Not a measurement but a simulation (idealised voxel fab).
Name of the process module below: voxel gate over fins
cross-section cut | 230 nm wide | cells 5 nm
How to read a cross-section here: the picture is a grid of square cells, written as bands going from the top down, and any band can span one or more rows of cells. Band: top height; bottom height; in nm. Then, left to right: material with width in nm, for each material. "throughout": a single material spanning edge to edge. "air": empty space. A quick word on heights: they are counted from 0, and under that level the wafer as it came to us is one material throughout. The lowest band is different from the rest in having no bottom; it simply continues downward, written as in "top 0, no bottom". So if you see something like "30..40" for the width, read it as the top row of the band sitting at the first number and the bottom row at the second, with every row in between moving by the same amount as the last. The designation "nothing different", where it is given for a processing step, indicates that no cell of the cross-section was altered in the course of that step. You'll see "Closed voids list" listing empty spaces that have no way open to the top, as long as they're 8 cells or more; the notation is width x height at distance, where the distance is from the left edge, and all of it is in nm. Where a step's line continues beyond its settings, the continuation is a remark by the simulator itself on that step. "overlay nm", when on a step's line for a step with a mask, measures how far to the right of its planned place the mask lay; a negative measure means to the left.
[So here's the lineup of process steps we planned]
1: RECEIVE | material Si
2: CONFORMAL_DEP | material SiN | thk nm 5
3: PATTERN | tone cover | mask id FINS | material resist | width nm 15 | pitch nm 50 | thk nm 20 | overlay nm 0
4: DIRECTIONAL_ETCH | etch materials SiN | depth nm 5
5: DIRECTIONAL_ETCH | etch materials Si | depth nm 40
6: STRIP | etch materials resist
7: FILL_DEP | material SiO2 | thk nm 15
8: CMP | height nm 5
9: PATTERN | tone open | mask id RAIL | material resist | width nm 15 | thk nm 20 | overlay nm 0
10: DIRECTIONAL_ETCH | etch materials SiO2 | depth nm 40
11: STRIP | etch materials resist
12: CONFORMAL_DEP | material TiN | thk nm 5
13: FILL_DEP | material Ru | thk nm 5
14: CMP | height nm 5
15: SELECTIVE_ETCH | etch materials W Ru TiN | depth nm 25
16: FILL_DEP | material SiO2 | thk nm 5
17: CMP | height nm 5
18: SELECTIVE_ETCH | etch materials SiO2 | depth nm 15
19: STRIP | etch materials SiN
20: CONFORMAL_DEP | material HfO2 | thk nm 5
21: CONFORMAL_DEP | material TiN | thk nm 5
22: FILL_DEP | material W | thk nm 10
23: CMP | height nm 15
24: CONFORMAL_DEP | material SiCN | thk nm 10
[First of two wafers: run as planned]
[Cross-section: wafer on arrival = after step 1]
top 0, no bottom: Si throughout
Closed voids list: none
[Step 2 complete: cross-section through the wafer]
top 5, bottom 0: SiN throughout
Under the height 0 nothing was changed.
[Step 3 complete: cross-section through the wafer]
top 25, bottom 5: air: 55  resist: 15  air: 35  resist: 15  air: 35  resist: 15  air: 60
Under the height 5 nothing was changed.
[Step 4 complete: cross-section through the wafer]
top 25, bottom 5: air: 55  resist: 15  air: 35  resist: 15  air: 35  resist: 15  air: 60
top 5, bottom 0: air: 55  SiN: 15  air: 35  SiN: 15  air: 35  SiN: 15  air: 60
Under the height 0 nothing was changed.
[Step 5 complete: cross-section through the wafer]
top 25, bottom 5: air: 55  resist: 15  air: 35  resist: 15  air: 35  resist: 15  air: 60
top 5, bottom 0: air: 55  SiN: 15  air: 35  SiN: 15  air: 35  SiN: 15  air: 60
top 0, bottom -40: air: 55  Si: 15  air: 35  Si: 15  air: 35  Si: 15  air: 60
Under the height -40 nothing was changed.
[Step 6 complete: cross-section through the wafer]
top 5, bottom 0: air: 55  SiN: 15  air: 35  SiN: 15  air: 35  SiN: 15  air: 60
Under the height 0 nothing was changed.
[Step 7 complete: cross-section through the wafer]
top 20, bottom 5: SiO2 throughout
top 5, bottom 0: SiO2: 55  SiN: 15  SiO2: 35  SiN: 15  SiO2: 35  SiN: 15  SiO2: 60
top 0, bottom -40: SiO2: 55  Si: 15  SiO2: 35  Si: 15  SiO2: 35  Si: 15  SiO2: 60
Under the height -40 nothing was changed.
[Step 8 complete: cross-section through the wafer]
top 5, bottom 0: SiO2: 55  SiN: 15  SiO2: 35  SiN: 15  SiO2: 35  SiN: 15  SiO2: 60
Under the height 0 nothing was changed.
[Step 9 complete: cross-section through the wafer]
top 25, bottom 5: resist: 80  air: 15  resist: 135
Under the height 5 nothing was changed.
[Step 10 complete: cross-section through the wafer]
top 25, bottom 5: resist: 80  air: 15  resist: 135
top 5, bottom 0: SiO2: 55  SiN: 15  SiO2: 10  air: 15  SiO2: 10  SiN: 15  SiO2: 35  SiN: 15  SiO2: 60
top 0, bottom -35: SiO2: 55  Si: 15  SiO2: 10  air: 15  SiO2: 10  Si: 15  SiO2: 35  Si: 15  SiO2: 60
Under the height -35 nothing was changed.
[Step 11 complete: cross-section through the wafer]
top 5, bottom 0: SiO2: 55  SiN: 15  SiO2: 10  air: 15  SiO2: 10  SiN: 15  SiO2: 35  SiN: 15  SiO2: 60
Under the height 0 nothing was changed.
[Step 12 complete: cross-section through the wafer]
top 10, bottom 5: TiN: 85  air: 5  TiN: 140
top 5, bottom 0: SiO2: 55  SiN: 15  SiO2: 10  TiN: 5  air: 5  TiN: 5  SiO2: 10  SiN: 15  SiO2: 35  SiN: 15  SiO2: 60
top 0, bottom -30: SiO2: 55  Si: 15  SiO2: 10  TiN: 5  air: 5  TiN: 5  SiO2: 10  Si: 15  SiO2: 35  Si: 15  SiO2: 60
top -30, bottom -35: SiO2: 55  Si: 15  SiO2: 10  TiN: 15  SiO2: 10  Si: 15  SiO2: 35  Si: 15  SiO2: 60
Under the height -35 nothing was changed.
[Step 13 complete: cross-section through the wafer]
top 15, bottom 10: Ru throughout
top 10, bottom 5: TiN: 85  Ru: 5  TiN: 140
top 5, bottom 0: SiO2: 55  SiN: 15  SiO2: 10  TiN: 5  Ru: 5  TiN: 5  SiO2: 10  SiN: 15  SiO2: 35  SiN: 15  SiO2: 60
top 0, bottom -30: SiO2: 55  Si: 15  SiO2: 10  TiN: 5  Ru: 5  TiN: 5  SiO2: 10  Si: 15  SiO2: 35  Si: 15  SiO2: 60
Under the height -30 nothing was changed.
[Step 14 complete: cross-section through the wafer]
top 5, bottom 0: SiO2: 55  SiN: 15  SiO2: 10  TiN: 5  Ru: 5  TiN: 5  SiO2: 10  SiN: 15  SiO2: 35  SiN: 15  SiO2: 60
Under the height 0 nothing was changed.
[Step 15 complete: cross-section through the wafer]
top 5, bottom 0: SiO2: 55  SiN: 15  SiO2: 10  air: 15  SiO2: 10  SiN: 15  SiO2: 35  SiN: 15  SiO2: 60
top 0, bottom -20: SiO2: 55  Si: 15  SiO2: 10  air: 15  SiO2: 10  Si: 15  SiO2: 35  Si: 15  SiO2: 60
Under the height -20 nothing was changed.
[Step 16 complete: cross-section through the wafer]
top 10, bottom 5: SiO2 throughout
top 5, bottom 0: SiO2: 55  SiN: 15  SiO2: 35  SiN: 15  SiO2: 35  SiN: 15  SiO2: 60
top 0, bottom -20: SiO2: 55  Si: 15  SiO2: 35  Si: 15  SiO2: 35  Si: 15  SiO2: 60
Under the height -20 nothing was changed.
[Step 17 complete: cross-section through the wafer]
top 5, bottom 0: SiO2: 55  SiN: 15  SiO2: 35  SiN: 15  SiO2: 35  SiN: 15  SiO2: 60
Under the height 0 nothing was changed.
[Step 18 complete: cross-section through the wafer]
top 5, bottom 0: air: 55  SiN: 15  air: 35  SiN: 15  air: 35  SiN: 15  air: 60
top 0, bottom -10: air: 55  Si: 15  air: 35  Si: 15  air: 35  Si: 15  air: 60
Under the height -10 nothing was changed.
[Step 19 complete: cross-section through the wafer]
top 0, bottom -10: air: 55  Si: 15  air: 35  Si: 15  air: 35  Si: 15  air: 60
Under the height -10 nothing was changed.
[Step 20 complete: cross-section through the wafer]
top 5, bottom 0: air: 50  HfO2: 25  air: 25  HfO2: 25  air: 25  HfO2: 25  air: 55
top 0, bottom -5: air: 50  HfO2: 5  Si: 15  HfO2: 5  air: 25  HfO2: 5  Si: 15  HfO2: 5  air: 25  HfO2: 5  Si: 15  HfO2: 5  air: 55
top -5, bottom -10: HfO2: 55  Si: 15  HfO2: 35  Si: 15  HfO2: 35  Si: 15  HfO2: 60
Under the height -10 nothing was changed.
[Step 21 complete: cross-section through the wafer]
top 10, bottom 5: air: 45  TiN: 35  air: 15  TiN: 35  air: 15  TiN: 35  air: 50
top 5, bottom 0: air: 45  TiN: 5  HfO2: 25  TiN: 5  air: 15  TiN: 5  HfO2: 25  TiN: 5  air: 15  TiN: 5  HfO2: 25  TiN: 5  air: 50
top 0, bottom -5: TiN: 50  HfO2: 5  Si: 15  HfO2: 5  TiN: 25  HfO2: 5  Si: 15  HfO2: 5  TiN: 25  HfO2: 5  Si: 15  HfO2: 5  TiN: 55
Under the height -5 nothing was changed.
[Step 22 complete: cross-section through the wafer]
top 20, bottom 10: W throughout
top 10, bottom 5: W: 45  TiN: 35  W: 15  TiN: 35  W: 15  TiN: 35  W: 50
top 5, bottom 0: W: 45  TiN: 5  HfO2: 25  TiN: 5  W: 15  TiN: 5  HfO2: 25  TiN: 5  W: 15  TiN: 5  HfO2: 25  TiN: 5  W: 50
Under the height 0 nothing was changed.
[Step 23 complete: cross-section through the wafer]
top 15, bottom 10: W throughout
Under the height 10 nothing was changed.
[Step 24 complete: cross-section through the wafer]
top 25, bottom 15: SiCN throughout
Under the height 15 nothing was changed.
[Regarding the second of the two wafers: it shared the first wafer's starting condition and process plan, yet one error occurred during its execution. Its history coincides with that of the first wafer up to and including step 2]
[Cross-section: second wafer, time at which step 3 was scheduled to end]
top 25, bottom 5: air: 60  resist: 15  air: 35  resist: 15  air: 35  resist: 15  air: 55
Under the height 5 nothing was changed.
[Cross-section: second wafer, time at which step 4 was scheduled to end]
top 25, bottom 5: air: 60  resist: 15  air: 35  resist: 15  air: 35  resist: 15  air: 55
top 5, bottom 0: air: 60  SiN: 15  air: 35  SiN: 15  air: 35  SiN: 15  air: 55
Under the height 0 nothing was changed.
[Cross-section: second wafer, time at which step 5 was scheduled to end]
top 25, bottom 5: air: 60  resist: 15  air: 35  resist: 15  air: 35  resist: 15  air: 55
top 5, bottom 0: air: 60  SiN: 15  air: 35  SiN: 15  air: 35  SiN: 15  air: 55
top 0, bottom -40: air: 60  Si: 15  air: 35  Si: 15  air: 35  Si: 15  air: 55
Under the height -40 nothing was changed.
[Cross-section: second wafer, time at which step 6 was scheduled to end]
top 5, bottom 0: air: 60  SiN: 15  air: 35  SiN: 15  air: 35  SiN: 15  air: 55
Under the height 0 nothing was changed.
[Cross-section: second wafer, time at which step 7 was scheduled to end]
top 20, bottom 5: SiO2 throughout
top 5, bottom 0: SiO2: 60  SiN: 15  SiO2: 35  SiN: 15  SiO2: 35  SiN: 15  SiO2: 55
top 0, bottom -40: SiO2: 60  Si: 15  SiO2: 35  Si: 15  SiO2: 35  Si: 15  SiO2: 55
Under the height -40 nothing was changed.
[Cross-section: second wafer, time at which step 8 was scheduled to end]
top 5, bottom 0: SiO2: 60  SiN: 15  SiO2: 35  SiN: 15  SiO2: 35  SiN: 15  SiO2: 55
Under the height 0 nothing was changed.
[Cross-section: second wafer, time at which step 9 was scheduled to end]
top 25, bottom 5: resist: 80  air: 15  resist: 135
Under the height 5 nothing was changed.
[Cross-section: second wafer, time at which step 10 was scheduled to end]
top 25, bottom 5: resist: 80  air: 15  resist: 135
top 5, bottom 0: SiO2: 60  SiN: 15  SiO2: 5  air: 15  SiO2: 15  SiN: 15  SiO2: 35  SiN: 15  SiO2: 55
top 0, bottom -35: SiO2: 60  Si: 15  SiO2: 5  air: 15  SiO2: 15  Si: 15  SiO2: 35  Si: 15  SiO2: 55
Under the height -35 nothing was changed.
[Cross-section: second wafer, time at which step 11 was scheduled to end]
top 5, bottom 0: SiO2: 60  SiN: 15  SiO2: 5  air: 15  SiO2: 15  SiN: 15  SiO2: 35  SiN: 15  SiO2: 55
Under the height 0 nothing was changed.
[Cross-section: second wafer, time at which step 12 was scheduled to end]
top 10, bottom 5: TiN: 85  air: 5  TiN: 140
top 5, bottom 0: SiO2: 60  SiN: 15  SiO2: 5  TiN: 5  air: 5  TiN: 5  SiO2: 15  SiN: 15  SiO2: 35  SiN: 15  SiO2: 55
top 0, bottom -30: SiO2: 60  Si: 15  SiO2: 5  TiN: 5  air: 5  TiN: 5  SiO2: 15  Si: 15  SiO2: 35  Si: 15  SiO2: 55
top -30, bottom -35: SiO2: 60  Si: 15  SiO2: 5  TiN: 15  SiO2: 15  Si: 15  SiO2: 35  Si: 15  SiO2: 55
Under the height -35 nothing was changed.
[Cross-section: second wafer, time at which step 13 was scheduled to end]
top 15, bottom 10: Ru throughout
top 10, bottom 5: TiN: 85  Ru: 5  TiN: 140
top 5, bottom 0: SiO2: 60  SiN: 15  SiO2: 5  TiN: 5  Ru: 5  TiN: 5  SiO2: 15  SiN: 15  SiO2: 35  SiN: 15  SiO2: 55
top 0, bottom -30: SiO2: 60  Si: 15  SiO2: 5  TiN: 5  Ru: 5  TiN: 5  SiO2: 15  Si: 15  SiO2: 35  Si: 15  SiO2: 55
Under the height -30 nothing was changed.
[Cross-section: second wafer, time at which step 14 was scheduled to end]
top 5, bottom 0: SiO2: 60  SiN: 15  SiO2: 5  TiN: 5  Ru: 5  TiN: 5  SiO2: 15  SiN: 15  SiO2: 35  SiN: 15  SiO2: 55
Under the height 0 nothing was changed.
[Cross-section: second wafer, time at which step 15 was scheduled to end]
top 5, bottom 0: SiO2: 60  SiN: 15  SiO2: 5  air: 15  SiO2: 15  SiN: 15  SiO2: 35  SiN: 15  SiO2: 55
top 0, bottom -20: SiO2: 60  Si: 15  SiO2: 5  air: 15  SiO2: 15  Si: 15  SiO2: 35  Si: 15  SiO2: 55
Under the height -20 nothing was changed.
[Cross-section: second wafer, time at which step 16 was scheduled to end]
top 10, bottom 5: SiO2 throughout
top 5, bottom 0: SiO2: 60  SiN: 15  SiO2: 35  SiN: 15  SiO2: 35  SiN: 15  SiO2: 55
top 0, bottom -20: SiO2: 60  Si: 15  SiO2: 35  Si: 15  SiO2: 35  Si: 15  SiO2: 55
Under the height -20 nothing was changed.
[Cross-section: second wafer, time at which step 17 was scheduled to end]
top 5, bottom 0: SiO2: 60  SiN: 15  SiO2: 35  SiN: 15  SiO2: 35  SiN: 15  SiO2: 55
Under the height 0 nothing was changed.
[Cross-section: second wafer, time at which step 18 was scheduled to end]
top 5, bottom 0: air: 60  SiN: 15  air: 35  SiN: 15  air: 35  SiN: 15  air: 55
top 0, bottom -10: air: 60  Si: 15  air: 35  Si: 15  air: 35  Si: 15  air: 55
Under the height -10 nothing was changed.
[Cross-section: second wafer, time at which step 19 was scheduled to end]
top 0, bottom -10: air: 60  Si: 15  air: 35  Si: 15  air: 35  Si: 15  air: 55
Under the height -10 nothing was changed.
[Cross-section: second wafer, time at which step 20 was scheduled to end]
top 5, bottom 0: air: 55  HfO2: 25  air: 25  HfO2: 25  air: 25  HfO2: 25  air: 50
top 0, bottom -5: air: 55  HfO2: 5  Si: 15  HfO2: 5  air: 25  HfO2: 5  Si: 15  HfO2: 5  air: 25  HfO2: 5  Si: 15  HfO2: 5  air: 50
top -5, bottom -10: HfO2: 60  Si: 15  HfO2: 35  Si: 15  HfO2: 35  Si: 15  HfO2: 55
Under the height -10 nothing was changed.
[Cross-section: second wafer, time at which step 21 was scheduled to end]
top 10, bottom 5: air: 50  TiN: 35  air: 15  TiN: 35  air: 15  TiN: 35  air: 45
top 5, bottom 0: air: 50  TiN: 5  HfO2: 25  TiN: 5  air: 15  TiN: 5  HfO2: 25  TiN: 5  air: 15  TiN: 5  HfO2: 25  TiN: 5  air: 45
top 0, bottom -5: TiN: 55  HfO2: 5  Si: 15  HfO2: 5  TiN: 25  HfO2: 5  Si: 15  HfO2: 5  TiN: 25  HfO2: 5  Si: 15  HfO2: 5  TiN: 50
Under the height -5 nothing was changed.
[Cross-section: second wafer, time at which step 22 was scheduled to end]
top 20, bottom 10: W throughout
top 10, bottom 5: W: 50  TiN: 35  W: 15  TiN: 35  W: 15  TiN: 35  W: 45
top 5, bottom 0: W: 50  TiN: 5  HfO2: 25  TiN: 5  W: 15  TiN: 5  HfO2: 25  TiN: 5  W: 15  TiN: 5  HfO2: 25  TiN: 5  W: 45
Under the height 0 nothing was changed.
[Cross-section: second wafer, time at which step 23 was scheduled to end]
top 15, bottom 10: W throughout
Under the height 10 nothing was changed.
[Cross-section: second wafer, time at which step 24 was scheduled to end]
top 25, bottom 15: SiCN throughout
Under the height 15 nothing was changed.
In executing the process, a mistake was made relative to the plan: for step 3, the planned setting was not used; the step was instead run as PATTERN | tone cover | mask id FINS | material resist | width nm 15 | pitch nm 50 | thk nm 20 | overlay nm 5
When the process is done, the second wafer contains the same cell count of every material as the first wafer, but distributed over other locations.
